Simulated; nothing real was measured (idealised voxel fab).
This section sets out a process module, namely voxel transistor to metal.
Xsec cut, 165 nm wide, square cell size 5 nm.
A cross-section is a grid of square cells, given in bands from the top down. A band is one or more rows of cells.
Heights first: top, then bottom, in nm. Then materials, left to right, each with a width in nm. "throughout" on a single material: fills the band edge to edge. "air": empty space.
Height is counted from the level 0, under which the received wafer is composed throughout of one material. The lowest of the bands is not closed at the bottom but continues downward, in the notation "z 0 and below".
The notation "30 to 40" denotes a width that varies across the rows of cells in the band, beginning at the first number in the top row, finishing at the second number in the bottom row, and changing by an identical amount from each row to the next.
"same as before" (step): cross-section cells unchanged, all of them.
"Closed cavities" enumerates empty spaces isolated from the top, with no open way to it, that contain at least 8 cells, giving each as width x height at distance from the left edge, all three in nm.
Formally, on a step line, whatever follows the settings is a remark that the simulator itself makes on the step.
For masked steps, "overlay nm" on the step line gives how far right of plan the mask actually lay; a minus sign means it lay to the left.
### Steps in the process plan
- 1: RECEIVE with material Si
- 2: CONFORMAL_DEP with material SiO2, thk nm 5
- 3: CONFORMAL_DEP with material SiN, thk nm 10
- 4: PATTERN with tone cover, mask id ACTIVE, material resist, width nm 105, thk nm 20, overlay nm 0
- 5: DIRECTIONAL_ETCH with etch materials SiN, depth nm 10
- 6: DIRECTIONAL_ETCH with etch materials SiO2, depth nm 5
- 7: DIRECTIONAL_ETCH with etch materials Si, depth nm 25
- 8: STRIP with etch materials resist
- 9: FILL_DEP with material SiO2, thk nm 10
- 10: CMP with height nm 15
- 11: SELECTIVE_ETCH with etch materials SiO2, depth nm 10
- 12: STRIP with etch materials SiN
- 13: SELECTIVE_ETCH with etch materials SiO2, depth nm 5
- 14: OXIDIZE with depth nm 5
- 15: DIRECTIONAL_DEP with material polySi, thk nm 30
- 16: DIRECTIONAL_DEP with material SiCN, thk nm 15
- 17: PATTERN with tone cover, mask id GATE, material resist, width nm 25, thk nm 20, overlay nm 0
- 18: DIRECTIONAL_ETCH with etch materials SiCN, depth nm 25
- 19: DIRECTIONAL_ETCH with etch materials polySi, depth nm 40
- 20: STRIP with etch materials resist
- 21: CONFORMAL_DEP with material SiN, thk nm 10
- 22: DIRECTIONAL_ETCH with etch materials SiN, depth nm 10
- 23: DIRECTIONAL_ETCH with etch materials SiO2, depth nm 5
- 24: DIRECTIONAL_ETCH with etch materials Si, depth nm 15
- 25: EPI with material SiGe, thk nm 15
- 26: FILL_DEP with material SiO2, thk nm 10
- 27: CMP with height nm 45
- 28: DIRECTIONAL_DEP with material SiO2, thk nm 15
- 29: PATTERN with tone open, mask id CONTACT, material resist, width nm 25, pitch nm 60, thk nm 20, overlay nm 0
- 30: DIRECTIONAL_ETCH with etch materials SiO2, depth nm 65
- 31: STRIP with etch materials resist
- 32: CONFORMAL_DEP with material TiN, thk nm 5
- 33: FILL_DEP with material W, thk nm 5
- 34: CMP with height nm 60
- 35: CONFORMAL_DEP with material SiCN, thk nm 5
- 36: DIRECTIONAL_DEP with material SiO2, thk nm 20
- 37: MASKED_ETCH with tone open, mask id METAL_1, width nm 15, pitch nm 70, etch materials SiO2, depth nm 20, overlay nm 0
- 38: MASKED_ETCH with tone open, mask id METAL_1, width nm 15, pitch nm 70, etch materials SiCN, depth nm 5, overlay nm 0
- 39: CONFORMAL_DEP with material TiN, thk nm 5
- 40: FILL_DEP with material Cu, thk nm 5
- 41: CMP with height nm 85
- 42: CONFORMAL_DEP with material SiN, thk nm 5
### Wafer, first of two, run as planned
### Shown in cross-section is the wafer as received, that is, as it stands after step 1
  z 0 and below: Si throughout
  Closed cavities: none
### Cross-section: wafer state after step 2
  z 5 to 0: SiO2 throughout
  Under the height 0 nothing was changed.
### Cross-section: wafer state after step 3
  z 15 to 5: SiN throughout
  Under the height 5 nothing was changed.
### Cross-section: wafer state after step 4
  z 35 to 15: air: 30  resist: 105  air: 30
  Under the height 15 nothing was changed.
### Cross-section: wafer state after step 5
  z 35 to 15: air: 30  resist: 105  air: 30
  z 15 to 5: air: 30  SiN: 105  air: 30
  Under the height 5 nothing was changed.
### Cross-section: wafer state after step 6
  z 35 to 15: air: 30  resist: 105  air: 30
  z 15 to 5: air: 30  SiN: 105  air: 30
  z 5 to 0: air: 30  SiO2: 105  air: 30
  Under the height 0 nothing was changed.
### Cross-section: wafer state after step 7
  z 35 to 15: air: 30  resist: 105  air: 30
  z 15 to 5: air: 30  SiN: 105  air: 30
  z 5 to 0: air: 30  SiO2: 105  air: 30
  z 0 to -25: air: 30  Si: 105  air: 30
  Under the height -25 nothing was changed.
### Cross-section: wafer state after step 8
  z 15 to 5: air: 30  SiN: 105  air: 30
  Under the height 5 nothing was changed.
### Cross-section: wafer state after step 9
  z 25 to 15: SiO2 throughout
  z 15 to 5: SiO2: 30  SiN: 105  SiO2: 30
  z 5 to 0: SiO2 throughout
  z 0 to -25: SiO2: 30  Si: 105  SiO2: 30
  Under the height -25 nothing was changed.
### Cross-section: wafer state after step 10
  z 15 to 5: SiO2: 30  SiN: 105  SiO2: 30
  Under the height 5 nothing was changed.
### Cross-section: wafer state after step 11
  z 15 to 5: air: 30  SiN: 105  air: 30
  Under the height 5 nothing was changed.
### Cross-section: wafer state after step 12
  z 5 to 0: SiO2 throughout
  Under the height 0 nothing was changed.
### Cross-section: wafer state after step 13
  z 0 to -25: SiO2: 30  Si: 105  SiO2: 30
  Under the height -25 nothing was changed.
### Cross-section: wafer state after step 14
  z 0 to -5: SiO2 throughout
  Under the height -5 nothing was changed.
### Cross-section: wafer state after step 15
  z 30 to 0: polySi throughout
  Under the height 0 nothing was changed.
### Cross-section: wafer state after step 16
  z 45 to 30: SiCN throughout
  Under the height 30 nothing was changed.
### Cross-section: wafer state after step 17
  z 65 to 45: air: 70  resist: 25  air: 70
  Under the height 45 nothing was changed.
### Cross-section: wafer state after step 18
  z 65 to 45: air: 70  resist: 25  air: 70
  z 45 to 30: air: 70  SiCN: 25  air: 70
  Under the height 30 nothing was changed.
### Cross-section: wafer state after step 19
  z 65 to 45: air: 70  resist: 25  air: 70
  z 45 to 30: air: 70  SiCN: 25  air: 70
  z 30 to 0: air: 70  polySi: 25  air: 70
  Under the height 0 nothing was changed.
### Cross-section: wafer state after step 20
  z 45 to 30: air: 70  SiCN: 25  air: 70
  Under the height 30 nothing was changed.
### Cross-section: wafer state after step 21
  z 55 to 45: air: 60  SiN: 45  air: 60
  z 45 to 30: air: 60  SiN: 10  SiCN: 25  SiN: 10  air: 60
  z 30 to 10: air: 60  SiN: 10  polySi: 25  SiN: 10  air: 60
  z 10 to 0: SiN: 70  polySi: 25  SiN: 70
  Under the height 0 nothing was changed.
### Cross-section: wafer state after step 22
  z 45 to 30: air: 60  SiN: 10  SiCN: 25  SiN: 10  air: 60
  z 30 to 0: air: 60  SiN: 10  polySi: 25  SiN: 10  air: 60
  Under the height 0 nothing was changed.
### Cross-section: wafer state after step 23
  z 45 to 30: air: 60  SiN: 10  SiCN: 25  SiN: 10  air: 60
  z 30 to 0: air: 60  SiN: 10  polySi: 25  SiN: 10  air: 60
  z 0 to -5: air: 60  SiO2: 45  air: 60
  Under the height -5 nothing was changed.
### Cross-section: wafer state after step 24
  z 45 to 30: air: 60  SiN: 10  SiCN: 25  SiN: 10  air: 60
  z 30 to 0: air: 60  SiN: 10  polySi: 25  SiN: 10  air: 60
  z 0 to -5: air: 60  SiO2: 45  air: 60
  z -5 to -20: SiO2: 30  air: 30  Si: 45  air: 30  SiO2: 30
  Under the height -20 nothing was changed.
### Cross-section: wafer state after step 25
  z 45 to 30: air: 60  SiN: 10  SiCN: 25  SiN: 10  air: 60
  z 30 to 10: air: 60  SiN: 10  polySi: 25  SiN: 10  air: 60
  z 10 to 0: air: 45  SiGe: 15  SiN: 10  polySi: 25  SiN: 10  SiGe: 15  air: 45
  z 0 to -5: air: 45  SiGe: 15  SiO2: 45  SiGe: 15  air: 45
  z -5 to -20: SiO2: 30  SiGe: 30  Si: 45  SiGe: 30  SiO2: 30
  Under the height -20 nothing was changed.
### Cross-section: wafer state after step 26
  z 55 to 45: SiO2 throughout
  z 45 to 30: SiO2: 60  SiN: 10  SiCN: 25  SiN: 10  SiO2: 60
  z 30 to 10: SiO2: 60  SiN: 10  polySi: 25  SiN: 10  SiO2: 60
  z 10 to 0: SiO2: 45  SiGe: 15  SiN: 10  polySi: 25  SiN: 10  SiGe: 15  SiO2: 45
  z 0 to -5: SiO2: 45  SiGe: 15  SiO2: 45  SiGe: 15  SiO2: 45
  Under the height -5 nothing was changed.
### Cross-section: wafer state after step 27
  z 45 to 30: SiO2: 60  SiN: 10  SiCN: 25  SiN: 10  SiO2: 60
  Under the height 30 nothing was changed.
### Cross-section: wafer state after step 28
  z 60 to 45: SiO2 throughout
  Under the height 45 nothing was changed.
### Cross-section: wafer state after step 29
  z 80 to 60: resist: 40  air: 25  resist: 35  air: 25  resist: 40
  Under the height 60 nothing was changed.
### Cross-section: wafer state after step 30
  z 80 to 60: resist: 40  air: 25  resist: 35  air: 25  resist: 40
  z 60 to 45: SiO2: 40  air: 25  SiO2: 35  air: 25  SiO2: 40
  z 45 to 30: SiO2: 40  air: 20  SiN: 10  SiCN: 25  SiN: 10  air: 20  SiO2: 40
  z 30 to 10: SiO2: 40  air: 20  SiN: 10  polySi: 25  SiN: 10  air: 20  SiO2: 40
  z 10 to 0: SiO2: 40  air: 5  SiGe: 15  SiN: 10  polySi: 25  SiN: 10  SiGe: 15  air: 5  SiO2: 40
  z 0 to -5: SiO2: 40  air: 5  SiGe: 15  SiO2: 45  SiGe: 15  air: 5  SiO2: 40
  Under the height -5 nothing was changed.
### Cross-section: wafer state after step 31
  z 60 to 45: SiO2: 40  air: 25  SiO2: 35  air: 25  SiO2: 40
  Under the height 45 nothing was changed.
### Cross-section: wafer state after step 32
  z 65 to 60: TiN: 45  air: 15  TiN: 45  air: 15  TiN: 45
  z 60 to 50: SiO2: 40  TiN: 5  air: 15  TiN: 5  SiO2: 35  TiN: 5  air: 15  TiN: 5  SiO2: 40
  z 50 to 45: SiO2: 40  TiN: 5  air: 10  TiN: 10  SiO2: 35  TiN: 10  air: 10  TiN: 5  SiO2: 40
  z 45 to 30: SiO2: 40  TiN: 5  air: 10  TiN: 5  SiN: 10  SiCN: 25  SiN: 10  TiN: 5  air: 10  TiN: 5  SiO2: 40
  z 30 to 15: SiO2: 40  TiN: 5  air: 10  TiN: 5  SiN: 10  polySi: 25  SiN: 10  TiN: 5  air: 10  TiN: 5  SiO2: 40
  z 15 to 10: SiO2: 40  TiN: 20  SiN: 10  polySi: 25  SiN: 10  TiN: 20  SiO2: 40
  z 10 to 0: SiO2: 40  TiN: 5  SiGe: 15  SiN: 10  polySi: 25  SiN: 10  SiGe: 15  TiN: 5  SiO2: 40
  z 0 to -5: SiO2: 40  TiN: 5  SiGe: 15  SiO2: 45  SiGe: 15  TiN: 5  SiO2: 40
  Under the height -5 nothing was changed.
### Cross-section: wafer state after step 33
  z 70 to 65: W throughout
  z 65 to 60: TiN: 45  W: 15  TiN: 45  W: 15  TiN: 45
  z 60 to 50: SiO2: 40  TiN: 5  W: 15  TiN: 5  SiO2: 35  TiN: 5  W: 15  TiN: 5  SiO2: 40
  z 50 to 45: SiO2: 40  TiN: 5  W: 10  TiN: 10  SiO2: 35  TiN: 10  W: 10  TiN: 5  SiO2: 40
  z 45 to 30: SiO2: 40  TiN: 5  W: 10  TiN: 5  SiN: 10  SiCN: 25  SiN: 10  TiN: 5  W: 10  TiN: 5  SiO2: 40
  z 30 to 15: SiO2: 40  TiN: 5  W: 10  TiN: 5  SiN: 10  polySi: 25  SiN: 10  TiN: 5  W: 10  TiN: 5  SiO2: 40
  Under the height 15 nothing was changed.
### Cross-section: wafer state after step 34
  z 60 to 50: SiO2: 40  TiN: 5  W: 15  TiN: 5  SiO2: 35  TiN: 5  W: 15  TiN: 5  SiO2: 40
  Under the height 50 nothing was changed.
### Cross-section: wafer state after step 35
  z 65 to 60: SiCN throughout
  Under the height 60 nothing was changed.
### Cross-section: wafer state after step 36
  z 85 to 65: SiO2 throughout
  Under the height 65 nothing was changed.
### Cross-section: wafer state after step 37
  z 85 to 65: SiO2: 40  air: 15  SiO2: 55  air: 15  SiO2: 40
  Under the height 65 nothing was changed.
### Cross-section: wafer state after step 38
  z 85 to 65: SiO2: 40  air: 15  SiO2: 55  air: 15  SiO2: 40
  z 65 to 60: SiCN: 40  air: 15  SiCN: 55  air: 15  SiCN: 40
  Under the height 60 nothing was changed.
### Cross-section: wafer state after step 39
  z 90 to 85: TiN: 45  air: 5  TiN: 65  air: 5  TiN: 45
  z 85 to 65: SiO2: 40  TiN: 5  air: 5  TiN: 5  SiO2: 55  TiN: 5  air: 5  TiN: 5  SiO2: 40
  z 65 to 60: SiCN: 40  TiN: 15  SiCN: 55  TiN: 15  SiCN: 40
  Under the height 60 nothing was changed.
### Cross-section: wafer state after step 40
  z 95 to 90: Cu throughout
  z 90 to 85: TiN: 45  Cu: 5  TiN: 65  Cu: 5  TiN: 45
  z 85 to 65: SiO2: 40  TiN: 5  Cu: 5  TiN: 5  SiO2: 55  TiN: 5  Cu: 5  TiN: 5  SiO2: 40
  Under the height 65 nothing was changed.
### Cross-section: wafer state after step 41
  z 85 to 65: SiO2: 40  TiN: 5  Cu: 5  TiN: 5  SiO2: 55  TiN: 5  Cu: 5  TiN: 5  SiO2: 40
  Under the height 65 nothing was changed.
### Cross-section: wafer state after step 42
  z 90 to 85: SiN throughout
  Under the height 85 nothing was changed.
### Second of two: same start, same plan, one run error; steps up to and including 28 match the first
### Cross-sectional representation of the second wafer at the time designated in the plan for the completion of step 29
  z 80 to 60: resist: 50  air: 25  resist: 35  air: 25  resist: 30
  Under the height 60 nothing was changed.
### Cross-sectional representation of the second wafer at the time designated in the plan for the completion of step 30
  z 80 to 60: resist: 50  air: 25  resist: 35  air: 25  resist: 30
  z 60 to 45: SiO2: 50  air: 25  SiO2: 35  air: 25  SiO2: 30
  z 45 to 30: SiO2: 50  air: 10  SiN: 10  SiCN: 25  SiN: 10  SiO2: 5  air: 25  SiO2: 30
  z 30 to 10: SiO2: 50  air: 10  SiN: 10  polySi: 25  SiN: 10  SiO2: 5  air: 25  SiO2: 30
  z 10 to 0: SiO2: 45  SiGe: 15  SiN: 10  polySi: 25  SiN: 10  SiGe: 15  air: 15  SiO2: 30
  z 0 to -5: SiO2: 45  SiGe: 15  SiO2: 45  SiGe: 15  air: 15  SiO2: 30
  Under the height -5 nothing was changed.
### Cross-sectional representation of the second wafer at the time designated in the plan for the completion of step 31
  z 60 to 45: SiO2: 50  air: 25  SiO2: 35  air: 25  SiO2: 30
  Under the height 45 nothing was changed.
### Cross-sectional representation of the second wafer at the time designated in the plan for the completion of step 32
  z 65 to 60: TiN: 55  air: 15  TiN: 45  air: 15  TiN: 35
  z 60 to 50: SiO2: 50  TiN: 5  air: 15  TiN: 5  SiO2: 35  TiN: 5  air: 15  TiN: 5  SiO2: 30
  z 50 to 45: SiO2: 50  TiN: 25  SiO2: 35  TiN: 5  air: 15  TiN: 5  SiO2: 30
  z 45 to 30: SiO2: 50  TiN: 10  SiN: 10  SiCN: 25  SiN: 10  SiO2: 5  TiN: 5  air: 15  TiN: 5  SiO2: 30
  z 30 to 15: SiO2: 50  TiN: 10  SiN: 10  polySi: 25  SiN: 10  SiO2: 5  TiN: 5  air: 15  TiN: 5  SiO2: 30
  z 15 to 10: SiO2: 50  TiN: 10  SiN: 10  polySi: 25  SiN: 10  SiO2: 5  TiN: 15  air: 5  TiN: 5  SiO2: 30
  z 10 to 0: SiO2: 45  SiGe: 15  SiN: 10  polySi: 25  SiN: 10  SiGe: 15  TiN: 5  air: 5  TiN: 5  SiO2: 30
  z 0 to -5: SiO2: 45  SiGe: 15  SiO2: 45  SiGe: 15  TiN: 15  SiO2: 30
  Under the height -5 nothing was changed.
### Cross-sectional representation of the second wafer at the time designated in the plan for the completion of step 33
  z 70 to 65: W throughout
  z 65 to 60: TiN: 55  W: 15  TiN: 45  W: 15  TiN: 35
  z 60 to 50: SiO2: 50  TiN: 5  W: 15  TiN: 5  SiO2: 35  TiN: 5  W: 15  TiN: 5  SiO2: 30
  z 50 to 45: SiO2: 50  TiN: 25  SiO2: 35  TiN: 5  W: 15  TiN: 5  SiO2: 30
  z 45 to 30: SiO2: 50  TiN: 10  SiN: 10  SiCN: 25  SiN: 10  SiO2: 5  TiN: 5  W: 15  TiN: 5  SiO2: 30
  z 30 to 15: SiO2: 50  TiN: 10  SiN: 10  polySi: 25  SiN: 10  SiO2: 5  TiN: 5  W: 15  TiN: 5  SiO2: 30
  z 15 to 10: SiO2: 50  TiN: 10  SiN: 10  polySi: 25  SiN: 10  SiO2: 5  TiN: 15  W: 5  TiN: 5  SiO2: 30
  z 10 to 0: SiO2: 45  SiGe: 15  SiN: 10  polySi: 25  SiN: 10  SiGe: 15  TiN: 5  W: 5  TiN: 5  SiO2: 30
  Under the height 0 nothing was changed.
### Cross-sectional representation of the second wafer at the time designated in the plan for the completion of step 34
  z 60 to 50: SiO2: 50  TiN: 5  W: 15  TiN: 5  SiO2: 35  TiN: 5  W: 15  TiN: 5  SiO2: 30
  Under the height 50 nothing was changed.
### Cross-sectional representation of the second wafer at the time designated in the plan for the completion of step 35
  z 65 to 60: SiCN throughout
  Under the height 60 nothing was changed.
### Cross-sectional representation of the second wafer at the time designated in the plan for the completion of step 36
  z 85 to 65: SiO2 throughout
  Under the height 65 nothing was changed.
### Cross-sectional representation of the second wafer at the time designated in the plan for the completion of step 37
  z 85 to 65: SiO2: 40  air: 15  SiO2: 55  air: 15  SiO2: 40
  Under the height 65 nothing was changed.
### Cross-sectional representation of the second wafer at the time designated in the plan for the completion of step 38
  z 85 to 65: SiO2: 40  air: 15  SiO2: 55  air: 15  SiO2: 40
  z 65 to 60: SiCN: 40  air: 15  SiCN: 55  air: 15  SiCN: 40
  Under the height 60 nothing was changed.
### Cross-sectional representation of the second wafer at the time designated in the plan for the completion of step 39
  z 90 to 85: TiN: 45  air: 5  TiN: 65  air: 5  TiN: 45
  z 85 to 65: SiO2: 40  TiN: 5  air: 5  TiN: 5  SiO2: 55  TiN: 5  air: 5  TiN: 5  SiO2: 40
  z 65 to 60: SiCN: 40  TiN: 15  SiCN: 55  TiN: 15  SiCN: 40
  Under the height 60 nothing was changed.
### Cross-sectional representation of the second wafer at the time designated in the plan for the completion of step 40
  z 95 to 90: Cu throughout
  z 90 to 85: TiN: 45  Cu: 5  TiN: 65  Cu: 5  TiN: 45
  z 85 to 65: SiO2: 40  TiN: 5  Cu: 5  TiN: 5  SiO2: 55  TiN: 5  Cu: 5  TiN: 5  SiO2: 40
  Under the height 65 nothing was changed.
### Cross-sectional representation of the second wafer at the time designated in the plan for the completion of step 41
  z 85 to 65: SiO2: 40  TiN: 5  Cu: 5  TiN: 5  SiO2: 55  TiN: 5  Cu: 5  TiN: 5  SiO2: 40
  Under the height 65 nothing was changed.
### Cross-sectional representation of the second wafer at the time designated in the plan for the completion of step 42
  z 90 to 85: SiN throughout
  Under the height 85 nothing was changed.
Short version of what went wrong: step 29 did not happen as planned, as run it was PATTERN with tone open, mask id CONTACT, material resist, width nm 25, pitch nm 60, thk nm 20, overlay nm 10
Heads up, by the end the second wafer has more or fewer cells of some materials compared to the first: 4 more of SiO2; 4 fewer of W
